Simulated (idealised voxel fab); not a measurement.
This is a process module. Its name is voxel transistor to metal.
The width of the displayed cross-section, cut, is 160 nm; its cells are square, with a size of 5 nm.
Cross-section format: a grid of square cells, given as bands from top to bottom; each band is one or more rows of cells.
A band entry consists of two parts. The first gives the height of the band's top and the height of its bottom, in nm. The rest lists the band's materials from left to right, each with its width in nm. A single material labelled with the word "throughout" fills the band from edge to edge, and the word "blank" marks empty space.
Height is counted from the level 0, under which the received wafer is composed throughout of one material. The lowest of the bands is not closed at the bottom but continues downward, in the notation "top 0, no bottom".
The expression "30 to 40" gives the width at the extremes of the band, the first number at its top row of cells and the second at its bottom row, with the width changing by equal amounts from each row to the next in between.
"no change", as given for a step, is the statement that not any cell of the cross-section underwent a change during that step.
Empty spaces counting at least 8 cells and having no open way to the top are listed in "Closed void catalog". The notation width x height at distance is used for each, the distance being from the left edge and all three values in nm.
Step line, after settings: the simulator's comment on this step.
The optional step-line setting "overlay nm" applies to steps with a mask and quantifies how far to the right of its planned location the mask lay, a negative value indicating leftward placement.
Each pair below shows a cross-section before one step and the cross-section after it, down to the lowest band that changed. The line under each pair gives the step between them, with its settings. The pairs can come from different runs of this module on the same starting wafer, so a pair continues from the pair above only where its "State before step" says so.

# State before step
    top 95, bottom 90 | 25 nm TiN, 15 nm blank, 70 nm TiN, 15 nm blank, 35 nm TiN
    top 90, bottom 80 | 20 nm lowk, 5 to 10 nm TiN, 15 to 10 nm blank, 5 nm TiN, 60 nm lowk, 5 to 10 nm TiN, 15 to 10 nm blank, 5 nm TiN, 30 nm lowk
    top 80, bottom 70 | 25 nm lowk, 5 nm TiN, 10 nm blank, 5 nm TiN, 65 nm lowk, 5 nm TiN, 10 nm blank, 5 nm TiN, 30 nm lowk
    top 70, bottom 65 | 25 nm lowk, 5 nm TiN, 5 nm blank, 10 nm TiN, 65 nm lowk, 5 nm TiN, 5 nm blank, 10 nm TiN, 30 nm lowk
    top 65, bottom 60 | 25 nm SiCN, 15 nm TiN, 70 nm SiCN, 15 nm TiN, 35 nm SiCN
    top 60, bottom 40 | 25 nm SiO2, 5 nm TiN, 10 nm Cu, 5 nm TiN, 65 nm SiO2, 5 nm TiN, 10 nm Cu, 5 nm TiN, 30 nm SiO2
    top 40, bottom 35 | 25 nm SiCN, 20 nm TiN, 65 nm SiCN, 20 nm TiN, 30 nm SiCN
    top 35, bottom 20 | 25 nm SiO2, 5 nm TiN, 10 nm Ru, 5 nm TiN, 65 nm SiO2, 5 nm TiN, 10 nm Ru, 5 nm TiN, 30 nm SiO2
    top 20, bottom 5 | 25 nm SiO2, 5 nm TiN, 10 nm Ru, 5 nm TiN, 10 nm SiN, 5 nm HfO2, 5 nm TiN, 25 nm W, 5 nm TiN, 5 nm HfO2, 10 nm SiN, 5 nm TiN, 10 nm Ru, 5 nm TiN, 30 nm SiO2
    top 5, bottom 0 | 25 nm SiO2, 20 nm TiN, 10 nm SiN, 5 nm HfO2, 35 nm TiN, 5 nm HfO2, 10 nm SiN, 20 nm TiN, 30 nm SiO2
    top 0, bottom -5 | 15 nm SiO2, 30 nm SiGe, 10 nm SiO2, 45 nm HfO2, 10 nm SiO2, 30 nm SiGe, 20 nm SiO2
    top -5, bottom -25 | 20 nm SiO2, 115 nm Si, 25 nm SiO2
    top -25, no bottom | Si throughout
    Closed void catalog: none

# Post-Step Snapshot
    top 105, bottom 95 | Cu throughout
    top 95, bottom 90 | 25 nm TiN, 15 nm Cu, 70 nm TiN, 15 nm Cu, 35 nm TiN
    top 90, bottom 80 | 20 nm lowk, 5 to 10 nm TiN, 15 to 10 nm Cu, 5 nm TiN, 60 nm lowk, 5 to 10 nm TiN, 15 to 10 nm Cu, 5 nm TiN, 30 nm lowk
    top 80, bottom 70 | 25 nm lowk, 5 nm TiN, 10 nm Cu, 5 nm TiN, 65 nm lowk, 5 nm TiN, 10 nm Cu, 5 nm TiN, 30 nm lowk
    top 70, bottom 65 | 25 nm lowk, 5 nm TiN, 5 nm Cu, 10 nm TiN, 65 nm lowk, 5 nm TiN, 5 nm Cu, 10 nm TiN, 30 nm lowk
    Under 65: no change, same as before.
    Closed void catalog: none
Looking at the two cross-sections above, the step in the middle is FILL_DEP, material Cu, thk nm 10

State before step: no separate figure, the pair right above already shows it after its step.

# Post-Step Snapshot
    top 90, bottom 80 | 20 nm lowk, 5 to 10 nm TiN, 15 to 10 nm Cu, 5 nm TiN, 60 nm lowk, 5 to 10 nm TiN, 15 to 10 nm Cu, 5 nm TiN, 30 nm lowk
    Under 80: no change, same as before.
    Closed void catalog: none
Looking at the two cross-sections above, the step in the middle is CMP, height nm 90

State before step: no separate figure, the pair right above already shows it after its step.

# Post-Step Snapshot
    top 95, bottom 90 | SiN throughout
    Under 90: no change, same as before.
    Closed void catalog: none
Looking at the two cross-sections above, the step in the middle is CONFORMAL_DEP, material SiN, thk nm 5

# State before step
    top 90, bottom 75 | 25 nm lowk, 20 nm blank, 65 nm lowk, 20 nm blank, 30 nm lowk
    top 75, bottom 65 | lowk throughout
    top 65, bottom 60 | SiCN throughout
    top 60, bottom 40 | 25 nm SiO2, 5 nm TiN, 10 nm Cu, 5 nm TiN, 65 nm SiO2, 5 nm TiN, 10 nm Cu, 5 nm TiN, 30 nm SiO2
    top 40, bottom 35 | 25 nm SiCN, 20 nm TiN, 65 nm SiCN, 20 nm TiN, 30 nm SiCN
    top 35, bottom 20 | 25 nm SiO2, 5 nm TiN, 10 nm Ru, 5 nm TiN, 65 nm SiO2, 5 nm TiN, 10 nm Ru, 5 nm TiN, 30 nm SiO2
    top 20, bottom 5 | 25 nm SiO2, 5 nm TiN, 10 nm Ru, 5 nm TiN, 10 nm SiN, 5 nm HfO2, 5 nm TiN, 25 nm W, 5 nm TiN, 5 nm HfO2, 10 nm SiN, 5 nm TiN, 10 nm Ru, 5 nm TiN, 30 nm SiO2
    top 5, bottom 0 | 25 nm SiO2, 20 nm TiN, 10 nm SiN, 5 nm HfO2, 35 nm TiN, 5 nm HfO2, 10 nm SiN, 20 nm TiN, 30 nm SiO2
    top 0, bottom -5 | 15 nm SiO2, 30 nm SiGe, 10 nm SiO2, 45 nm HfO2, 10 nm SiO2, 30 nm SiGe, 20 nm SiO2
    top -5, bottom -25 | 20 nm SiO2, 115 nm Si, 25 nm SiO2
    top -25, no bottom | Si throughout
    Closed void catalog: none

# Post-Step Snapshot
    top 90, bottom 80 | 20 nm lowk, 25 nm blank, 60 nm lowk, 25 nm blank, 30 nm lowk
    top 80, bottom 75 | 25 nm lowk, 20 nm blank, 65 nm lowk, 20 nm blank, 30 nm lowk
    top 75, bottom 65 | 25 nm lowk, 10 nm blank, 75 nm lowk, 10 nm blank, 40 nm lowk
    Under 65: no change, same as before.
    Closed void catalog: none
Looking at the two cross-sections above, the step in the middle is MASKED_ETCH, tone open, mask id METAL_2_HOLES, width nm 15, pitch nm 85, etch materials lowk, depth nm 10, overlay nm -5

State before step: no separate figure, the pair right above already shows it after its step.

# Post-Step Snapshot
    top 90, bottom 80 | 20 nm lowk, 25 nm blank, 60 nm lowk, 25 nm blank, 30 nm lowk
    top 80, bottom 75 | 25 nm lowk, 20 nm blank, 65 nm lowk, 20 nm blank, 30 nm lowk
    top 75, bottom 65 | 25 nm lowk, 10 nm blank, 75 nm lowk, 10 nm blank, 40 nm lowk
    top 65, bottom 60 | 25 nm SiCN, 10 nm blank, 75 nm SiCN, 10 nm blank, 40 nm SiCN
    Under 60: no change, same as before.
    Closed void catalog: none
Looking at the two cross-sections above, the step in the middle is MASKED_ETCH, tone open, mask id METAL_2_HOLES, width nm 15, pitch nm 85, etch materials SiCN, depth nm 5, overlay nm 0

State before step: no separate figure, the pair right above already shows it after its step.

# Post-Step Snapshot
    top 95, bottom 90 | 25 nm TiN, 15 nm blank, 70 nm TiN, 15 nm blank, 35 nm TiN
    top 90, bottom 80 | 20 nm lowk, 5 to 10 nm TiN, 15 to 10 nm blank, 5 nm TiN, 60 nm lowk, 5 to 10 nm TiN, 15 to 10 nm blank, 5 nm TiN, 30 nm lowk
    top 80, bottom 75 | 25 nm lowk, 20 nm TiN, 65 nm lowk, 20 nm TiN, 30 nm lowk
    top 75, bottom 65 | 25 nm lowk, 10 nm TiN, 75 nm lowk, 10 nm TiN, 40 nm lowk
    top 65, bottom 60 | 25 nm SiCN, 10 nm TiN, 75 nm SiCN, 10 nm TiN, 40 nm SiCN
    Under 60: no change, same as before.
    Closed void catalog: none
Looking at the two cross-sections above, the step in the middle is CONFORMAL_DEP, material TiN, thk nm 5

State before step: no separate figure, the pair right above already shows it after its step.

# Post-Step Snapshot
    top 105, bottom 95 | Cu throughout
    top 95, bottom 90 | 25 nm TiN, 15 nm Cu, 70 nm TiN, 15 nm Cu, 35 nm TiN
    top 90, bottom 80 | 20 nm lowk, 5 to 10 nm TiN, 15 to 10 nm Cu, 5 nm TiN, 60 nm lowk, 5 to 10 nm TiN, 15 to 10 nm Cu, 5 nm TiN, 30 nm lowk
    Under 80: no change, same as before.
    Closed void catalog: none
Looking at the two cross-sections above, the step in the middle is FILL_DEP, material Cu, thk nm 10

State before step: no separate figure, the pair right above already shows it after its step.

# Post-Step Snapshot
    top 90, bottom 80 | 20 nm lowk, 5 to 10 nm TiN, 15 to 10 nm Cu, 5 nm TiN, 60 nm lowk, 5 to 10 nm TiN, 15 to 10 nm Cu, 5 nm TiN, 30 nm lowk
    Under 80: no change, same as before.
    Closed void catalog: none
Looking at the two cross-sections above, the step in the middle is CMP, height nm 90

State before step: no separate figure, the pair right above already shows it after its step.

# Post-Step Snapshot
    top 95, bottom 90 | SiN throughout
    Under 90: no change, same as before.
    Closed void catalog: none
Looking at the two cross-sections above, the step in the middle is CONFORMAL_DEP, material SiN, thk nm 5

# State before step
    top 40, bottom 35 | 45 nm blank, 10 nm SiN, 5 nm blank, 35 nm SiCN, 5 nm blank, 10 nm SiN, 50 nm blank
    top 35, bottom 25 | 45 nm blank, 10 nm SiN, 5 nm SiO2, 35 nm SiCN, 5 nm SiO2, 10 nm SiN, 50 nm blank
    top 25, bottom 0 | 45 nm blank, 10 nm SiN, 5 nm SiO2, 35 nm polySi, 5 nm SiO2, 10 nm SiN, 50 nm blank
    top 0, bottom -5 | 15 nm blank, 30 nm SiGe, 65 nm SiO2, 30 nm SiGe, 20 nm blank
    top -5, bottom -25 | 20 nm SiO2, 115 nm Si, 25 nm SiO2
    top -25, no bottom | Si throughout
    Closed void catalog: none

# Post-Step Snapshot
    top 45, bottom 40 | Ru throughout
    top 40, bottom 35 | 45 nm Ru, 10 nm SiN, 5 nm Ru, 35 nm SiCN, 5 nm Ru, 10 nm SiN, 50 nm Ru
    top 35, bottom 25 | 45 nm Ru, 10 nm SiN, 5 nm SiO2, 35 nm SiCN, 5 nm SiO2, 10 nm SiN, 50 nm Ru
    top 25, bottom 0 | 45 nm Ru, 10 nm SiN, 5 nm SiO2, 35 nm polySi, 5 nm SiO2, 10 nm SiN, 50 nm Ru
    top 0, bottom -5 | 15 nm Ru, 30 nm SiGe, 65 nm SiO2, 30 nm SiGe, 20 nm Ru
    Under -5: no change, same as before.
    Closed void catalog: none
Looking at the two cross-sections above, the step in the middle is FILL_DEP, material Ru, thk nm 5

State before step: no separate figure, the pair right above already shows it after its step.

# Post-Step Snapshot
    top 25, bottom 0 | 45 nm Ru, 10 nm SiN, 5 nm SiO2, 35 nm polySi, 5 nm SiO2, 10 nm SiN, 50 nm Ru
    Under 0: no change, same as before.
    Closed void catalog: none
Looking at the two cross-sections above, the step in the middle is CMP, height nm 25

State before step: no separate figure, the pair right above already shows it after its step.

# Post-Step Snapshot
    top 25, bottom 0 | 45 nm Ru, 10 nm SiN, 5 nm SiO2, 35 nm blank, 5 nm SiO2, 10 nm SiN, 50 nm Ru
    Under 0: no change, same as before.
    Closed void catalog: none
Looking at the two cross-sections above, the step in the middle is STRIP, etch materials polySi

State before step: no separate figure, the pair right above already shows it after its step.

# Post-Step Snapshot
    top 25, bottom 0 | 45 nm Ru, 10 nm SiN, 45 nm blank, 10 nm SiN, 50 nm Ru
    top 0, bottom -5 | 15 nm Ru, 30 nm SiGe, 10 nm SiO2, 45 nm blank, 10 nm SiO2, 30 nm SiGe, 20 nm Ru
    Under -5: no change, same as before.
    Closed void catalog: none
Looking at the two cross-sections above, the step in the middle is SELECTIVE_ETCH, etch materials SiO2, depth nm 5

State before step: no separate figure, the pair right above already shows it after its step.

# Post-Step Snapshot
    top 30, bottom 25 | 60 nm HfO2, 35 nm blank, 65 nm HfO2
    top 25, bottom 0 | 45 nm Ru, 10 nm SiN, 5 nm HfO2, 35 nm blank, 5 nm HfO2, 10 nm SiN, 50 nm Ru
    top 0, bottom -5 | 15 nm Ru, 30 nm SiGe, 10 nm SiO2, 45 nm HfO2, 10 nm SiO2, 30 nm SiGe, 20 nm Ru
    Under -5: no change, same as before.
    Closed void catalog: none
Looking at the two cross-sections above, the step in the middle is CONFORMAL_DEP, material HfO2, thk nm 5

State before step: no separate figure, the pair right above already shows it after its step.

# Post-Step Snapshot
    top 35, bottom 30 | 65 nm TiN, 25 nm blank, 70 nm TiN
    top 30, bottom 25 | 60 nm HfO2, 5 nm TiN, 25 nm blank, 5 nm TiN, 65 nm HfO2
    top 25, bottom 5 | 45 nm Ru, 10 nm SiN, 5 nm HfO2, 5 nm TiN, 25 nm blank, 5 nm TiN, 5 nm HfO2, 10 nm SiN, 50 nm Ru
    top 5, bottom 0 | 45 nm Ru, 10 nm SiN, 5 nm HfO2, 35 nm TiN, 5 nm HfO2, 10 nm SiN, 50 nm Ru
    Under 0: no change, same as before.
    Closed void catalog: none
Looking at the two cross-sections above, the step in the middle is CONFORMAL_DEP, material TiN, thk nm 5

State before step: no separate figure, the pair right above already shows it after its step.

# Post-Step Snapshot
    top 45, bottom 35 | W throughout
    top 35, bottom 30 | 65 nm TiN, 25 nm W, 70 nm TiN
    top 30, bottom 25 | 60 nm HfO2, 5 nm TiN, 25 nm W, 5 nm TiN, 65 nm HfO2
    top 25, bottom 5 | 45 nm Ru, 10 nm SiN, 5 nm HfO2, 5 nm TiN, 25 nm W, 5 nm TiN, 5 nm HfO2, 10 nm SiN, 50 nm Ru
    Under 5: no change, same as before.
    Closed void catalog: none
Looking at the two cross-sections above, the step in the middle is FILL_DEP, material W, thk nm 10

State before step: no separate figure, the pair right above already shows it after its step.

# Post-Step Snapshot
    top 20, bottom 5 | 45 nm Ru, 10 nm SiN, 5 nm HfO2, 5 nm TiN, 25 nm W, 5 nm TiN, 5 nm HfO2, 10 nm SiN, 50 nm Ru
    Under 5: no change, same as before.
    Closed void catalog: none
Looking at the two cross-sections above, the step in the middle is CMP, height nm 20

State before step: no separate figure, the pair right above already shows it after its step.

# Post-Step Snapshot
    top 35, bottom 20 | SiO2 throughout
    Under 20: no change, same as before.
    Closed void catalog: none
Looking at the two cross-sections above, the step in the middle is DIRECTIONAL_DEP, material SiO2, thk nm 15

State before step: no separate figure, the pair right above already shows it after its step.

# Post-Step Snapshot
    top 35, bottom 20 | 25 nm SiO2, 20 nm blank, 65 nm SiO2, 20 nm blank, 30 nm SiO2
    Under 20: no change, same as before.
    Closed void catalog: none
Looking at the two cross-sections above, the step in the middle is MASKED_ETCH, tone open, mask id CONTACT, width nm 20, pitch nm 85, etch materials SiO2, depth nm 35, overlay nm 0

State before step: no separate figure, the pair right above already shows it after its step.

# Post-Step Snapshot
    top 40, bottom 35 | 30 nm TiN, 10 nm blank, 75 nm TiN, 10 nm blank, 35 nm TiN
    top 35, bottom 25 | 25 nm SiO2, 5 nm TiN, 10 nm blank, 5 nm TiN, 65 nm SiO2, 5 nm TiN, 10 nm blank, 5 nm TiN, 30 nm SiO2
    top 25, bottom 20 | 25 nm SiO2, 20 nm TiN, 65 nm SiO2, 20 nm TiN, 30 nm SiO2
    Under 20: no change, same as before.
    Closed void catalog: none
Looking at the two cross-sections above, the step in the middle is CONFORMAL_DEP, material TiN, thk nm 5

State before step: no separate figure, the pair right above already shows it after its step.

# Post-Step Snapshot
    top 45, bottom 40 | Ru throughout
    top 40, bottom 35 | 30 nm TiN, 10 nm Ru, 75 nm TiN, 10 nm Ru, 35 nm TiN
    top 35, bottom 25 | 25 nm SiO2, 5 nm TiN, 10 nm Ru, 5 nm TiN, 65 nm SiO2, 5 nm TiN, 10 nm Ru, 5 nm TiN, 30 nm SiO2
    Under 25: no change, same as before.
    Closed void catalog: none
Looking at the two cross-sections above, the step in the middle is FILL_DEP, material Ru, thk nm 5

State before step: no separate figure, the pair right above already shows it after its step.

# Post-Step Snapshot
    top 35, bottom 25 | 25 nm SiO2, 5 nm TiN, 10 nm Ru, 5 nm TiN, 65 nm SiO2, 5 nm TiN, 10 nm Ru, 5 nm TiN, 30 nm SiO2
    Under 25: no change, same as before.
    Closed void catalog: none
Looking at the two cross-sections above, the step in the middle is CMP, height nm 35

State before step: no separate figure, the pair right above already shows it after its step.

# Post-Step Snapshot
    top 40, bottom 35 | SiCN throughout
    Under 35: no change, same as before.
    Closed void catalog: none
Looking at the two cross-sections above, the step in the middle is CONFORMAL_DEP, material SiCN, thk nm 5

State before step: no separate figure, the pair right above already shows it after its step.

# Post-Step Snapshot
    top 60, bottom 40 | SiO2 throughout
    Under 40: no change, same as before.
    Closed void catalog: none
Looking at the two cross-sections above, the step in the middle is DIRECTIONAL_DEP, material SiO2, thk nm 20

State before step: no separate figure, the pair right above already shows it after its step.

# Post-Step Snapshot
    top 70, bottom 60 | aC throughout
    Under 60: no change, same as before.
    Closed void catalog: none
Looking at the two cross-sections above, the step in the middle is DIRECTIONAL_DEP, material aC, thk nm 10

State before step: no separate figure, the pair right above already shows it after its step.

# Post-Step Snapshot
    top 95, bottom 70 | 25 nm resist, 20 nm blank, 65 nm resist, 20 nm blank, 30 nm resist
    Under 70: no change, same as before.
    Closed void catalog: none
Looking at the two cross-sections above, the step in the middle is PATTERN, tone open, mask id METAL_1, material resist, width nm 20, pitch nm 85, thk nm 25, overlay nm 0

State before step: no separate figure, the pair right above already shows it after its step.

# Post-Step Snapshot
    top 85, bottom 70 | 25 nm resist, 20 nm blank, 65 nm resist, 20 nm blank, 30 nm resist
    top 70, bottom 60 | 25 nm aC, 20 nm blank, 65 nm aC, 20 nm blank, 30 nm aC
    Under 60: no change, same as before.
    Closed void catalog: none
Looking at the two cross-sections above, the step in the middle is DIRECTIONAL_ETCH, etch materials aC, depth nm 10

State before step: no separate figure, the pair right above already shows it after its step.

# Post-Step Snapshot
    top 70, bottom 60 | 25 nm aC, 20 nm blank, 65 nm aC, 20 nm blank, 30 nm aC
    Under 60: no change, same as before.
    Closed void catalog: none
Looking at the two cross-sections above, the step in the middle is STRIP, etch materials resist

State before step: no separate figure, the pair right above already shows it after its step.

# Post-Step Snapshot
    top 70, bottom 60 | 25 nm aC, 20 nm blank, 65 nm aC, 20 nm blank, 30 nm aC
    top 60, bottom 40 | 25 nm SiO2, 20 nm blank, 65 nm SiO2, 20 nm blank, 30 nm SiO2
    Under 40: no change, same as before.
    Closed void catalog: none
Looking at the two cross-sections above, the step in the middle is DIRECTIONAL_ETCH, etch materials SiO2, depth nm 20

State before step: no separate figure, the pair right above already shows it after its step.

# Post-Step Snapshot
    top 70, bottom 60 | 25 nm aC, 20 nm blank, 65 nm aC, 20 nm blank, 30 nm aC
    top 60, bottom 40 | 25 nm SiO2, 20 nm blank, 65 nm SiO2, 20 nm blank, 30 nm SiO2
    top 40, bottom 35 | 25 nm SiCN, 20 nm blank, 65 nm SiCN, 20 nm blank, 30 nm SiCN
    Under 35: no change, same as before.
    Closed void catalog: none
Looking at the two cross-sections above, the step in the middle is DIRECTIONAL_ETCH, etch materials SiCN, depth nm 5

State before step: no separate figure, the pair right above already shows it after its step.

# Post-Step Snapshot
    top 60, bottom 40 | 25 nm SiO2, 20 nm blank, 65 nm SiO2, 20 nm blank, 30 nm SiO2
    Under 40: no change, same as before.
    Closed void catalog: none
Looking at the two cross-sections above, the step in the middle is STRIP, etch materials aC

State before step: no separate figure, the pair right above already shows it after its step.

# Post-Step Snapshot
    top 65, bottom 60 | 30 nm TiN, 10 nm blank, 75 nm TiN, 10 nm blank, 35 nm TiN
    top 60, bottom 40 | 25 nm SiO2, 5 nm TiN, 10 nm blank, 5 nm TiN, 65 nm SiO2, 5 nm TiN, 10 nm blank, 5 nm TiN, 30 nm SiO2
    top 40, bottom 35 | 25 nm SiCN, 20 nm TiN, 65 nm SiCN, 20 nm TiN, 30 nm SiCN
    Under 35: no change, same as before.
    Closed void catalog: none
Looking at the two cross-sections above, the step in the middle is CONFORMAL_DEP, material TiN, thk nm 5

State before step: no separate figure, the pair right above already shows it after its step.

# Post-Step Snapshot
    top 70, bottom 65 | Cu throughout
    top 65, bottom 60 | 30 nm TiN, 10 nm Cu, 75 nm TiN, 10 nm Cu, 35 nm TiN
    top 60, bottom 40 | 25 nm SiO2, 5 nm TiN, 10 nm Cu, 5 nm TiN, 65 nm SiO2, 5 nm TiN, 10 nm Cu, 5 nm TiN, 30 nm SiO2
    Under 40: no change, same as before.
    Closed void catalog: none
Looking at the two cross-sections above, the step in the middle is FILL_DEP, material Cu, thk nm 5

State before step: no separate figure, the pair right above already shows it after its step.

# Post-Step Snapshot
    top 60, bottom 40 | 25 nm SiO2, 5 nm TiN, 10 nm Cu, 5 nm TiN, 65 nm SiO2, 5 nm TiN, 10 nm Cu, 5 nm TiN, 30 nm SiO2
    Under 40: no change, same as before.
    Closed void catalog: none
Looking at the two cross-sections above, the step in the middle is CMP, height nm 60

State before step: no separate figure, the pair right above already shows it after its step.

# Post-Step Snapshot
    top 65, bottom 60 | SiCN throughout
    Under 60: no change, same as before.
    Closed void catalog: none
Looking at the two cross-sections above, the step in the middle is CONFORMAL_DEP, material SiCN, thk nm 5

State before step: no separate figure, the pair right above already shows it after its step.

# Post-Step Snapshot
    top 90, bottom 65 | lowk throughout
    Under 65: no change, same as before.
    Closed void catalog: none
Looking at the two cross-sections above, the step in the middle is DIRECTIONAL_DEP, material lowk, thk nm 25

State before step: no separate figure, the pair right above already shows it after its step.

# Post-Step Snapshot
    top 110, bottom 90 | 25 nm resist, 20 nm blank, 65 nm resist, 20 nm blank, 30 nm resist
    Under 90: no change, same as before.
    Closed void catalog: none
Looking at the two cross-sections above, the step in the middle is PATTERN, tone open, mask id METAL_2, material resist, width nm 20, pitch nm 85, thk nm 20, overlay nm 0

State before step: no separate figure, the pair right above already shows it after its step.

# Post-Step Snapshot
    top 110, bottom 90 | 25 nm resist, 20 nm blank, 65 nm resist, 20 nm blank, 30 nm resist
    top 90, bottom 75 | 25 nm lowk, 20 nm blank, 65 nm lowk, 20 nm blank, 30 nm lowk
    Under 75: no change, same as before.
    Closed void catalog: none
Looking at the two cross-sections above, the step in the middle is DIRECTIONAL_ETCH, etch materials lowk, depth nm 15

State before step: no separate figure, the pair right above already shows it after its step.

# Post-Step Snapshot
    top 90, bottom 75 | 25 nm lowk, 20 nm blank, 65 nm lowk, 20 nm blank, 30 nm lowk
    Under 75: no change, same as before.
    Closed void catalog: none
Looking at the two cross-sections above, the step in the middle is STRIP, etch materials resist

State before step: no separate figure, the pair right above already shows it after its step.

# Post-Step Snapshot
    top 90, bottom 75 | 25 nm lowk, 20 nm blank, 65 nm lowk, 20 nm blank, 30 nm lowk
    top 75, bottom 65 | 25 nm lowk, 15 nm blank, 70 nm lowk, 15 nm blank, 35 nm lowk
    Under 65: no change, same as before.
    Closed void catalog: none
Looking at the two cross-sections above, the step in the middle is MASKED_ETCH, tone open, mask id METAL_2_HOLES, width nm 15, pitch nm 85, etch materials lowk, depth nm 10, overlay nm 0

State before step: no separate figure, the pair right above already shows it after its step.

# Post-Step Snapshot
    top 90, bottom 75 | 25 nm lowk, 20 nm blank, 65 nm lowk, 20 nm blank, 30 nm lowk
    top 75, bottom 65 | 25 nm lowk, 15 nm blank, 70 nm lowk, 15 nm blank, 35 nm lowk
    top 65, bottom 60 | 25 nm SiCN, 15 nm blank, 70 nm SiCN, 15 nm blank, 35 nm SiCN
    Under 60: no change, same as before.
    Closed void catalog: none
Looking at the two cross-sections above, the step in the middle is MASKED_ETCH, tone open, mask id METAL_2_HOLES, width nm 15, pitch nm 85, etch materials SiCN, depth nm 5, overlay nm 0

State before step: no separate figure, the pair right above already shows it after its step.

# Post-Step Snapshot
    top 95, bottom 90 | 30 nm TiN, 10 nm blank, 75 nm TiN, 10 nm blank, 35 nm TiN
    top 90, bottom 80 | 25 nm lowk, 5 nm TiN, 10 nm blank, 5 nm TiN, 65 nm lowk, 5 nm TiN, 10 nm blank, 5 nm TiN, 30 nm lowk
    top 80, bottom 75 | 25 nm lowk, 5 nm TiN, 5 nm blank, 10 nm TiN, 65 nm lowk, 5 nm TiN, 5 nm blank, 10 nm TiN, 30 nm lowk
    top 75, bottom 65 | 25 nm lowk, 5 nm TiN, 5 nm blank, 5 nm TiN, 70 nm lowk, 5 nm TiN, 5 nm blank, 5 nm TiN, 35 nm lowk
    top 65, bottom 60 | 25 nm SiCN, 15 nm TiN, 70 nm SiCN, 15 nm TiN, 35 nm SiCN
    Under 60: no change, same as before.
    Closed void catalog: none
Looking at the two cross-sections above, the step in the middle is CONFORMAL_DEP, material TiN, thk nm 5

State before step: no separate figure, the pair right above already shows it after its step.

# Post-Step Snapshot
    top 105, bottom 95 | Cu throughout
    top 95, bottom 90 | 30 nm TiN, 10 nm Cu, 75 nm TiN, 10 nm Cu, 35 nm TiN
    top 90, bottom 80 | 25 nm lowk, 5 nm TiN, 10 nm Cu, 5 nm TiN, 65 nm lowk, 5 nm TiN, 10 nm Cu, 5 nm TiN, 30 nm lowk
    top 80, bottom 75 | 25 nm lowk, 5 nm TiN, 5 nm Cu, 10 nm TiN, 65 nm lowk, 5 nm TiN, 5 nm Cu, 10 nm TiN, 30 nm lowk
    top 75, bottom 65 | 25 nm lowk, 5 nm TiN, 5 nm Cu, 5 nm TiN, 70 nm lowk, 5 nm TiN, 5 nm Cu, 5 nm TiN, 35 nm lowk
    Under 65: no change, same as before.
    Closed void catalog: none
Looking at the two cross-sections above, the step in the middle is FILL_DEP, material Cu, thk nm 10

State before step: no separate figure, the pair right above already shows it after its step.

# Post-Step Snapshot
    top 90, bottom 80 | 25 nm lowk, 5 nm TiN, 10 nm Cu, 5 nm TiN, 65 nm lowk, 5 nm TiN, 10 nm Cu, 5 nm TiN, 30 nm lowk
    Under 80: no change, same as before.
    Closed void catalog: none
Looking at the two cross-sections above, the step in the middle is CMP, height nm 90

State before step: no separate figure, the pair right above already shows it after its step.

# Post-Step Snapshot
    top 95, bottom 90 | SiN throughout
    Under 90: no change, same as before.
    Closed void catalog: none
Looking at the two cross-sections above, the step in the middle is CONFORMAL_DEP, material SiN, thk nm 5

# State before step
    top 40, bottom 25 | SiCN throughout
    top 25, bottom 0 | polySi throughout
    top 0, bottom -5 | SiO2 throughout
    top -5, bottom -25 | 20 nm SiO2, 115 nm Si, 25 nm SiO2
    top -25, no bottom | Si throughout
    Closed void catalog: none

# Post-Step Snapshot
    top 55, bottom 40 | 60 nm resist, 35 nm blank, 65 nm resist
    Under 40: no change, same as before.
    Closed void catalog: none
Looking at the two cross-sections above, the step in the middle is PATTERN, tone open, mask id GATE, material resist, width nm 35, thk nm 15, overlay nm 0

State before step: no separate figure, the pair right above already shows it after its step.

# Post-Step Snapshot
    top 55, bottom 40 | 60 nm resist, 35 nm blank, 65 nm resist
    top 40, bottom 25 | 60 nm SiCN, 35 nm blank, 65 nm SiCN
    Under 25: no change, same as before.
    Closed void catalog: none
Looking at the two cross-sections above, the step in the middle is DIRECTIONAL_ETCH, etch materials SiCN, depth nm 25

State before step: no separate figure, the pair right above already shows it after its step.

# Post-Step Snapshot
    top 55, bottom 40 | 60 nm resist, 35 nm blank, 65 nm resist
    top 40, bottom 25 | 60 nm SiCN, 35 nm blank, 65 nm SiCN
    top 25, bottom 0 | 60 nm polySi, 35 nm blank, 65 nm polySi
    Under 0: no change, same as before.
    Closed void catalog: none
Looking at the two cross-sections above, the step in the middle is DIRECTIONAL_ETCH, etch materials polySi, depth nm 35

State before step: no separate figure, the pair right above already shows it after its step.

# Post-Step Snapshot
    top 40, bottom 25 | 60 nm SiCN, 35 nm blank, 65 nm SiCN
    Under 25: no change, same as before.
    Closed void catalog: none
Looking at the two cross-sections above, the step in the middle is STRIP, etch materials resist

State before step: no separate figure, the pair right above already shows it after its step.

# Post-Step Snapshot
    top 45, bottom 40 | 65 nm SiO2, 25 nm blank, 70 nm SiO2
    top 40, bottom 25 | 60 nm SiCN, 5 nm SiO2, 25 nm blank, 5 nm SiO2, 65 nm SiCN
    top 25, bottom 5 | 60 nm polySi, 5 nm SiO2, 25 nm blank, 5 nm SiO2, 65 nm polySi
    top 5, bottom 0 | 60 nm polySi, 35 nm SiO2, 65 nm polySi
    Under 0: no change, same as before.
    Closed void catalog: none
Looking at the two cross-sections above, the step in the middle is CONFORMAL_DEP, material SiO2, thk nm 5

State before step: no separate figure, the pair right above already shows it after its step.

# Post-Step Snapshot
    top 40, bottom 25 | 60 nm SiCN, 5 nm SiO2, 25 nm blank, 5 nm SiO2, 65 nm SiCN
    top 25, bottom 0 | 60 nm polySi, 5 nm SiO2, 25 nm blank, 5 nm SiO2, 65 nm polySi
    Under 0: no change, same as before.
    Closed void catalog: none
Looking at the two cross-sections above, the step in the middle is DIRECTIONAL_ETCH, etch materials SiO2, depth nm 5

State before step: no separate figure, the pair right above already shows it after its step.

# Post-Step Snapshot
    top 50, bottom 40 | 75 nm SiN, 5 nm blank, 80 nm SiN
    top 40, bottom 25 | 60 nm SiCN, 5 nm SiO2, 10 nm SiN, 5 nm blank, 10 nm SiN, 5 nm SiO2, 65 nm SiCN
    top 25, bottom 10 | 60 nm polySi, 5 nm SiO2, 10 nm SiN, 5 nm blank, 10 nm SiN, 5 nm SiO2, 65 nm polySi
    top 10, bottom 0 | 60 nm polySi, 5 nm SiO2, 25 nm SiN, 5 nm SiO2, 65 nm polySi
    Under 0: no change, same as before.
    Closed void catalog: none
Looking at the two cross-sections above, the step in the middle is CONFORMAL_DEP, material SiN, thk nm 10
